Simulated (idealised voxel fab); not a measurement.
The document below concerns the process module designated voxel local oxidation.
The figure presents cross-section cut, which has a width of 220 nm and is divided into square cells with an edge length of 5 nm.
Cross-section, as written here: a square-cell grid given band by band from the top down, where a band holds one or more rows of cells. Look at the band entry: it leads with the top's height and the bottom's height in nm. Then it lists the materials left to right, with a width in nm for each. The word "all across" on a single material says that material fills the band edge to edge. The word "air" is empty space. All heights in this document are referenced to 0, defined as the level beneath which the wafer, as received, consists entirely of one material. The lowest band is not bounded below; it extends indefinitely downward and is written in the form "0 and below". Width spec "30 to 40" -> top row of cells at first value, bottom row at second value, equal per-row change in between. Key: "nothing got changed" - step with no changed cell in the cross-section. "Fully closed voids" contains a list of empty spaces, each no smaller than 8 cells and without an open way to the top, written in the form width x height at distance with the distance from the left edge and all three in nm. What comes after the settings on a step's line is commentary from the simulator itself on that step. On any step carrying a mask, the "overlay nm" setting, if present on the step's line, tells how far right of its planned place the mask lay; negative values point to the left.

### Here's what the planned process steps look like
1. op RECEIVE | material Si
2. op OXIDIZE | depth nm 5
3. op CONFORMAL_DEP | material SiN | thk nm 15
4. op PATTERN | tone cover | mask id ACTIVE | material resist | width nm 110 | thk nm 15 | overlay nm 0
5. op DIRECTIONAL_ETCH | etch materials SiN | depth nm 15
6. op STRIP | etch materials resist
7. op SELECTIVE_ETCH | etch materials SiO2 | depth nm 5
8. op OXIDIZE | depth nm 10
9. op STRIP | etch materials SiN

### Run as planned: first of two wafers

### Cross-section of the wafer as it came to us, i.e., already through step 1
	0 and below: Si all across
	Fully closed voids: none

### Cross-section of the wafer subsequent to step 2
	0 down to -5: SiO2 all across
	Anything lower than -5 is untouched.

### Cross-section of the wafer subsequent to step 3
	15 down to 0: SiN all across
	Anything lower than 0 is untouched.

### Cross-section of the wafer subsequent to step 4
	30 down to 15: air 55 nm; resist 110 nm; air 55 nm
	Anything lower than 15 is untouched.

### Cross-section of the wafer subsequent to step 5
	30 down to 15: air 55 nm; resist 110 nm; air 55 nm
	15 down to 0: air 55 nm; SiN 110 nm; air 55 nm
	Anything lower than 0 is untouched.

### Cross-section of the wafer subsequent to step 6
	15 down to 0: air 55 nm; SiN 110 nm; air 55 nm
	Anything lower than 0 is untouched.

### Cross-section of the wafer subsequent to step 7
	15 down to 0: air 55 nm; SiN 110 nm; air 55 nm
	0 down to -5: air 60 nm; SiO2 100 nm; air 60 nm
	Anything lower than -5 is untouched.

### Cross-section of the wafer subsequent to step 8
	15 down to 0: air 55 nm; SiN 110 nm; air 55 nm
	0 down to -5: air 60 nm; SiO2 100 nm; air 60 nm
	-5 down to -15: SiO2 70 nm; Si 80 nm; SiO2 70 nm
	Anything lower than -15 is untouched.

### Cross-section of the wafer subsequent to step 9
	0 down to -5: air 60 nm; SiO2 100 nm; air 60 nm
	Anything lower than -5 is untouched.

### Second Wafer (Identical Start and Plan, One Processing Error; Matches First Wafer Through Step 2)

### Cross-section of the second wafer at the time step 3 of the plan should have ended
	15 down to -5: SiO2 all across
	Anything lower than -5 is untouched.

### Cross-section of the second wafer at the time step 4 of the plan should have ended
	30 down to 15: air 55 nm; resist 110 nm; air 55 nm
	Anything lower than 15 is untouched.

Cross-section of the second wafer at the time step 5 of the plan should have ended: nothing got changed

### Cross-section of the second wafer at the time step 6 of the plan should have ended
	15 down to -5: SiO2 all across
	Anything lower than -5 is untouched.

### Cross-section of the second wafer at the time step 7 of the plan should have ended
	10 down to -5: SiO2 all across
	Anything lower than -5 is untouched.

Cross-section of the second wafer at the time step 8 of the plan should have ended: nothing got changed

Cross-section of the second wafer at the time step 9 of the plan should have ended: nothing got changed
The mistake made against the process plan was this: it should be noted that step 3 was executed with settings other than those planned, the operation and settings actually applied being op CONFORMAL_DEP | material SiO2 | thk nm 15
Final comparison by cell count, materials where the second wafer has more or fewer than the first: +56 Si, +56 SiO2
